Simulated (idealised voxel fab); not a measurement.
process module | voxel self aligned vias
Square cell edge 5 nm, section width 270 nm, ID cut.
In this document a cross-section is written as a grid of square cells. It is given as a series of bands, listed from the top down, and a band is one or more rows of cells. In this notation a band is specified by the heights of its top and bottom, in that order and in nm, after which its materials appear from left to right, each paired with its width in nm. The word "throughout" attached to a single material means that material fills the band from edge to edge; the word "empty" stands for empty space. The reference from which all heights are counted is 0, the level beneath which the as-received wafer is entirely one material; the lowest band, having no lower bound, proceeds downward and is written after the example "0..down". Quick explanation for "30..40": the width changes in equal steps down the rows of cells, from the first number in the band's top row to the second number in its bottom row. Take "nothing was modified" at face value: in the step it is given for, the cross-section changed in none of its cells. Heads up: "Trapped cavities" only lists the empty pockets with no open path to the top that are 8 cells or more, and it writes them as width x height at distance, distance from the left edge, in nm. If you see something after the settings on a step's line, that's the simulator's own remark about that step. overlay nm: for a step with a mask, the amount by which the mask lay right of where it was planned; a negative amount means left of it.
The steps planned for the process are as follows:
step 1: RECEIVE: material Si
step 2: CONFORMAL_DEP: material SiO2, thk nm 10
step 3: CONFORMAL_DEP: material SiCN, thk nm 5
step 4: DIRECTIONAL_DEP: material lowk, thk nm 20
step 5: MASKED_ETCH: tone open, mask id LINES, width nm 15, pitch nm 70, etch materials lowk, depth nm 20, overlay nm 0
step 6: CONFORMAL_DEP: material TiN, thk nm 5
step 7: FILL_DEP: material Ru, thk nm 10
step 8: CMP: height nm 35
step 9: SELECTIVE_ETCH: etch materials W Ru TiN, depth nm 5
step 10: FILL_DEP: material SiN, thk nm 5
step 11: CMP: height nm 35
step 12: DIRECTIONAL_DEP: material lowk, thk nm 20
step 13: DIRECTIONAL_DEP: material aC, thk nm 15
step 14: PATTERN: tone open, mask id VIAS, material resist, width nm 40, pitch nm 70, thk nm 30, overlay nm 0
step 15: DIRECTIONAL_ETCH: etch materials aC, depth nm 15
step 16: STRIP: etch materials resist
step 17: DIRECTIONAL_ETCH: etch materials lowk, depth nm 20
step 18: DIRECTIONAL_ETCH: etch materials SiN, depth nm 5
step 19: STRIP: etch materials aC
step 20: CONFORMAL_DEP: material TiN, thk nm 5
step 21: FILL_DEP: material Ru, thk nm 10
step 22: CMP: height nm 55
step 23: CONFORMAL_DEP: material SiCN, thk nm 5
The width nm used in step 5 is not the same on every wafer, whereas the starting condition is; the value printed in the plan is the first wafer's.
Received condition of the first of several wafers, sectioned: post-step 1:
* 0..down  Si throughout
* Trapped cavities: none
Each row below is a wafer at the end of the module, listing for every material the number of cells it has gained (+) or lost (-) since it was received, followed by its closed voids:
width nm 15; +42 Ru; +108 SiCN; +108 SiO2; +46 TiN; +344 lowk; Trapped cavities: none
width nm 20; +48 Ru; +108 SiCN; +108 SiO2; +48 TiN; +336 lowk; Trapped cavities: none
width nm 25; +54 Ru; +108 SiCN; +108 SiO2; +50 TiN; +328 lowk; Trapped cavities: none
width nm 30; +60 Ru; +108 SiCN; +108 SiO2; +52 TiN; +320 lowk; Trapped cavities: none
width nm 35; +66 Ru; +108 SiCN; +108 SiO2; +54 TiN; +312 lowk; Trapped cavities: none
